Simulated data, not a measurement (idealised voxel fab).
process module | voxel wiring stack
cross-section cut | 200 nm wide | cells 5 nm
A cross-section is a grid of square cells, given in bands from the top down. A band is one or more rows of cells.
Each band's line starts with the height of the band's top and of its bottom, in nm. Then come its materials from left to right, each with its width in nm. One material with "throughout" fills the band from edge to edge. "air" is empty space.
Height 0 is the level under which the wafer as received is all one material. The lowest band goes on downwards, as in "0 down".
A width such as "30 to 40" changes by the same amount from each row of cells to the next, from the band's top row to its bottom row.
"no change" after a step means that no cell of the cross-section changed.
closed voids: empty space of 8 cells or more with no open way to the top, each as width x height at its distance from the left edge, in nm
after a step's settings: what the simulator itself notes on the step
overlay nm, on a step with a mask: how far to the right of its planned place the mask lay; to the left if negative
plan
1 op RECEIVE | material Si
2 op CONFORMAL_DEP | material SiO2 | thk nm 15
3 op CONFORMAL_DEP | material SiCN | thk nm 5
4 op DIRECTIONAL_DEP | material lowk | thk nm 20
5 op DIRECTIONAL_DEP | material aC | thk nm 10
6 op PATTERN | tone open | mask id METAL_1 | material resist | width nm 25 | pitch nm 40 | thk nm 25 | overlay nm 0
7 op DIRECTIONAL_ETCH | etch materials aC | depth nm 10
8 op STRIP | etch materials resist
9 op DIRECTIONAL_ETCH | etch materials lowk | depth nm 20
10 op DIRECTIONAL_ETCH | etch materials SiCN | depth nm 5
11 op STRIP | etch materials aC
12 op CONFORMAL_DEP | material TiN | thk nm 5
13 op FILL_DEP | material Ru | thk nm 10
14 op CMP | height nm 40
15 op CONFORMAL_DEP | material SiCN | thk nm 5
16 op DIRECTIONAL_DEP | material lowk | thk nm 25
17 op DIRECTIONAL_DEP | material aC | thk nm 15
18 op PATTERN | tone open | mask id METAL_2_HOLES | material resist | width nm 15 | pitch nm 40 | thk nm 30 | overlay nm 0
19 op DIRECTIONAL_ETCH | etch materials aC | depth nm 15
20 op STRIP | etch materials resist
21 op DIRECTIONAL_ETCH | etch materials lowk | depth nm 35
22 op STRIP | etch materials aC
23 op DIRECTIONAL_DEP | material aC | thk nm 10
24 op PATTERN | tone open | mask id METAL_2 | material resist | width nm 25 | pitch nm 40 | thk nm 25 | overlay nm 0
25 op DIRECTIONAL_ETCH | etch materials aC | depth nm 10
26 op STRIP | etch materials resist
27 op DIRECTIONAL_ETCH | etch materials lowk | depth nm 20
28 op DIRECTIONAL_ETCH | etch materials SiCN | depth nm 5
29 op STRIP | etch materials aC
30 op CONFORMAL_DEP | material TiN | thk nm 5
31 op FILL_DEP | material Cu | thk nm 5
32 op CMP | height nm 80
33 op CONFORMAL_DEP | material SiCN | thk nm 5
34 op DIRECTIONAL_DEP | material lowk | thk nm 10
35 op MASKED_ETCH | tone open | mask id PLUG_2 | width nm 15 | pitch nm 80 | etch materials lowk | depth nm 10 | overlay nm 0
36 op MASKED_ETCH | tone open | mask id PLUG_2 | width nm 15 | pitch nm 80 | etch materials SiCN | depth nm 5 | overlay nm 0
37 op CONFORMAL_DEP | material TiN | thk nm 5
38 op FILL_DEP | material W | thk nm 10
39 op CMP | height nm 95
40 op DIRECTIONAL_DEP | material TiN | thk nm 5
41 op DIRECTIONAL_DEP | material Ru | thk nm 25
42 op PATTERN | tone cover | mask id METAL_3 | material resist | width nm 25 | pitch nm 40 | thk nm 20 | overlay nm 0
43 op DIRECTIONAL_ETCH | etch materials Ru | depth nm 25
44 op DIRECTIONAL_ETCH | etch materials TiN | depth nm 5
45 op STRIP | etch materials resist
46 op FILL_DEP | material lowk | thk nm 10
47 op CMP | height nm 125
48 op CONFORMAL_DEP | material SiCN | thk nm 5
varied across the wafers: thk nm of step 16. The plan shows the first wafer's value. All wafers start alike
first wafer as received, after step 1
  0 down: Si throughout
  closed voids: none
each wafer at the end: cells of each material gained (+) or lost (-) since it was received, then its closed voids
thk nm 25 | +96 Cu | +148 Ru | +122 SiCN | +120 SiO2 | +174 TiN | +4 W | +376 lowk | closed voids: none
thk nm 30 | +60 Cu | +148 Ru | +122 SiCN | +120 SiO2 | +182 TiN | +4 W | +404 lowk | closed voids: none
thk nm 35 | +52 Cu | +148 Ru | +122 SiCN | +120 SiO2 | +162 TiN | +4 W | +432 lowk | closed voids: none
thk nm 40 | +44 Cu | +148 Ru | +122 SiCN | +120 SiO2 | +162 TiN | +4 W | +440 lowk | closed voids: none
thk nm 45 | +36 Cu | +148 Ru | +122 SiCN | +120 SiO2 | +162 TiN | +4 W | +448 lowk | closed voids: none
thk nm 50 | +28 Cu | +148 Ru | +122 SiCN | +120 SiO2 | +162 TiN | +4 W | +456 lowk | closed voids: none
